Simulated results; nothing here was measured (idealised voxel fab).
Presented below is a process module, voxel ribs on slabs.
FYI the section here is cut, 220 nm wide, cells are 5 nm squares.
A cross-section is a grid of square cells, given in bands from the top down. A band is one or more rows of cells. Each band's line starts with the height of the band's top and of its bottom, in nm. Then come its materials from left to right, each with its width in nm. One material with "edge to edge" fills the band from edge to edge. "empty" is empty space. Heights are measured from 0, the level below which the as-received wafer is all one material; the lowest band has no bottom and continues downward, written as in "z 0 and below". A two-number width, for instance "30..40", indicates that the width is equal to the first number in the top row of the band and to the second number in the bottom row, and that it changes by a constant amount per row of cells. "left unchanged" (step): cross-section cells unchanged, all of them. Heads up: "Catalogued sealed voids" only lists the empty pockets with no open path to the top that are 8 cells or more, and it writes them as width x height at distance, distance from the left edge, in nm. Whatever follows a step's settings on its line is a remark the simulator itself makes about that step. Each step line may optionally specify "overlay nm", which for a step with a mask gives the rightward distance between the mask's planned place and where it lay, a negative value indicating the leftward direction.
[Below is the list of planned process steps]
| 1 | RECEIVE | material Si |
| 2 | DIRECTIONAL_DEP | material SiO2 | thk nm 30 |
| 3 | DIRECTIONAL_DEP | material SiN | thk nm 15 |
| 4 | MASKED_ETCH | tone cover | mask id RIB | width nm 15 | etch materials SiN | depth nm 10 | overlay nm 0 |
| 5 | PATTERN | tone cover | mask id SLAB | material resist | width nm 55 | thk nm 20 | overlay nm 0 |
| 6 | DIRECTIONAL_ETCH | etch materials SiN | depth nm 5 |
| 7 | STRIP | etch materials resist |
| 8 | FILL_DEP | material SiO2 | thk nm 25 |
| 9 | CMP | height nm 60 |
| 10 | DIRECTIONAL_DEP | material TiN | thk nm 5 |
| 11 | DIRECTIONAL_DEP | material aC | thk nm 15 |
| 12 | PATTERN | tone cover | mask id HEATER | material resist | width nm 25 | thk nm 35 | overlay nm 0 |
| 13 | DIRECTIONAL_ETCH | etch materials aC | depth nm 15 |
| 14 | STRIP | etch materials resist |
| 15 | DIRECTIONAL_ETCH | etch materials TiN | depth nm 5 |
| 16 | STRIP | etch materials aC |
| 17 | CONFORMAL_DEP | material SiO2 | thk nm 5 |
[Run as planned: first of two wafers]
[Shown in cross-section is the wafer as received, that is, as it stands after step 1]
> z 0 and below  Si edge to edge
> Catalogued sealed voids: none
[Wafer xsec, post step 2]
> z 30 to 0  SiO2 edge to edge
> Under the height 0 nothing was changed.
[Wafer xsec, post step 3]
> z 45 to 30  SiN edge to edge
> Under the height 30 nothing was changed.
[Wafer xsec, post step 4]
> z 45 to 35  100 nm empty | 15 nm SiN | 105 nm empty
> Under the height 35 nothing was changed.
[Wafer xsec, post step 5]
> z 65 to 45  80 nm empty | 55 nm resist | 85 nm empty
> z 45 to 35  80 nm empty | 20 nm resist | 15 nm SiN | 20 nm resist | 85 nm empty
> Under the height 35 nothing was changed.
[Wafer xsec, post step 6]
> z 65 to 45  80 nm empty | 55 nm resist | 85 nm empty
> z 45 to 35  80 nm empty | 20 nm resist | 15 nm SiN | 20 nm resist | 85 nm empty
> z 35 to 30  80 nm empty | 55 nm SiN | 85 nm empty
> Under the height 30 nothing was changed.
[Wafer xsec, post step 7]
> z 45 to 35  100 nm empty | 15 nm SiN | 105 nm empty
> Under the height 35 nothing was changed.
[Wafer xsec, post step 8]
> z 70 to 45  SiO2 edge to edge
> z 45 to 35  100 nm SiO2 | 15 nm SiN | 105 nm SiO2
> z 35 to 30  80 nm SiO2 | 55 nm SiN | 85 nm SiO2
> Under the height 30 nothing was changed.
[Wafer xsec, post step 9]
> z 60 to 45  SiO2 edge to edge
> Under the height 45 nothing was changed.
[Wafer xsec, post step 10]
> z 65 to 60  TiN edge to edge
> Under the height 60 nothing was changed.
[Wafer xsec, post step 11]
> z 80 to 65  aC edge to edge
> Under the height 65 nothing was changed.
[Wafer xsec, post step 12]
> z 115 to 80  95 nm empty | 25 nm resist | 100 nm empty
> Under the height 80 nothing was changed.
[Wafer xsec, post step 13]
> z 100 to 80  95 nm empty | 25 nm resist | 100 nm empty
> z 80 to 65  95 nm empty | 25 nm aC | 100 nm empty
> Under the height 65 nothing was changed.
[Wafer xsec, post step 14]
> z 80 to 65  95 nm empty | 25 nm aC | 100 nm empty
> Under the height 65 nothing was changed.
[Wafer xsec, post step 15]
> z 80 to 65  95 nm empty | 25 nm aC | 100 nm empty
> z 65 to 60  95 nm empty | 25 nm TiN | 100 nm empty
> Under the height 60 nothing was changed.
[Wafer xsec, post step 16]
> z 65 to 60  95 nm empty | 25 nm TiN | 100 nm empty
> Under the height 60 nothing was changed.
[Wafer xsec, post step 17]
> z 70 to 65  90 nm empty | 35 nm SiO2 | 95 nm empty
> z 65 to 60  95 nm SiO2 | 25 nm TiN | 100 nm SiO2
> Under the height 60 nothing was changed.
[Second of two: same start, same plan, one run error; steps up to and including 2 match the first]
[Second wafer, cut view, end of step 3 per plan]
> z 50 to 30  SiN edge to edge
> Under the height 30 nothing was changed.
[Second wafer, cut view, end of step 4 per plan]
> z 50 to 40  100 nm empty | 15 nm SiN | 105 nm empty
> Under the height 40 nothing was changed.
[Second wafer, cut view, end of step 5 per plan]
> z 70 to 50  80 nm empty | 55 nm resist | 85 nm empty
> z 50 to 40  80 nm empty | 20 nm resist | 15 nm SiN | 20 nm resist | 85 nm empty
> Under the height 40 nothing was changed.
[Second wafer, cut view, end of step 6 per plan]
> z 70 to 50  80 nm empty | 55 nm resist | 85 nm empty
> z 50 to 40  80 nm empty | 20 nm resist | 15 nm SiN | 20 nm resist | 85 nm empty
> z 40 to 35  80 nm empty | 55 nm SiN | 85 nm empty
> Under the height 35 nothing was changed.
[Second wafer, cut view, end of step 7 per plan]
> z 50 to 40  100 nm empty | 15 nm SiN | 105 nm empty
> Under the height 40 nothing was changed.
[Second wafer, cut view, end of step 8 per plan]
> z 75 to 50  SiO2 edge to edge
> z 50 to 40  100 nm SiO2 | 15 nm SiN | 105 nm SiO2
> z 40 to 35  80 nm SiO2 | 55 nm SiN | 85 nm SiO2
> Under the height 35 nothing was changed.
[Second wafer, cut view, end of step 9 per plan]
> z 60 to 50  SiO2 edge to edge
> Under the height 50 nothing was changed.
[Second wafer, cut view, end of step 10 per plan]
> z 65 to 60  TiN edge to edge
> Under the height 60 nothing was changed.
[Second wafer, cut view, end of step 11 per plan]
> z 80 to 65  aC edge to edge
> Under the height 65 nothing was changed.
[Second wafer, cut view, end of step 12 per plan]
> z 115 to 80  95 nm empty | 25 nm resist | 100 nm empty
> Under the height 80 nothing was changed.
[Second wafer, cut view, end of step 13 per plan]
> z 100 to 80  95 nm empty | 25 nm resist | 100 nm empty
> z 80 to 65  95 nm empty | 25 nm aC | 100 nm empty
> Under the height 65 nothing was changed.
[Second wafer, cut view, end of step 14 per plan]
> z 80 to 65  95 nm empty | 25 nm aC | 100 nm empty
> Under the height 65 nothing was changed.
[Second wafer, cut view, end of step 15 per plan]
> z 80 to 65  95 nm empty | 25 nm aC | 100 nm empty
> z 65 to 60  95 nm empty | 25 nm TiN | 100 nm empty
> Under the height 60 nothing was changed.
[Second wafer, cut view, end of step 16 per plan]
> z 65 to 60  95 nm empty | 25 nm TiN | 100 nm empty
> Under the height 60 nothing was changed.
[Second wafer, cut view, end of step 17 per plan]
> z 70 to 65  90 nm empty | 35 nm SiO2 | 95 nm empty
> z 65 to 60  95 nm SiO2 | 25 nm TiN | 100 nm SiO2
> Under the height 60 nothing was changed.
Want to know what went wrong? step 3 off recipe, ran as DIRECTIONAL_DEP | material SiN | thk nm 20
Final difference in cells, second wafer against first, listed per material as more or fewer: SiN +44 | SiO2 -44
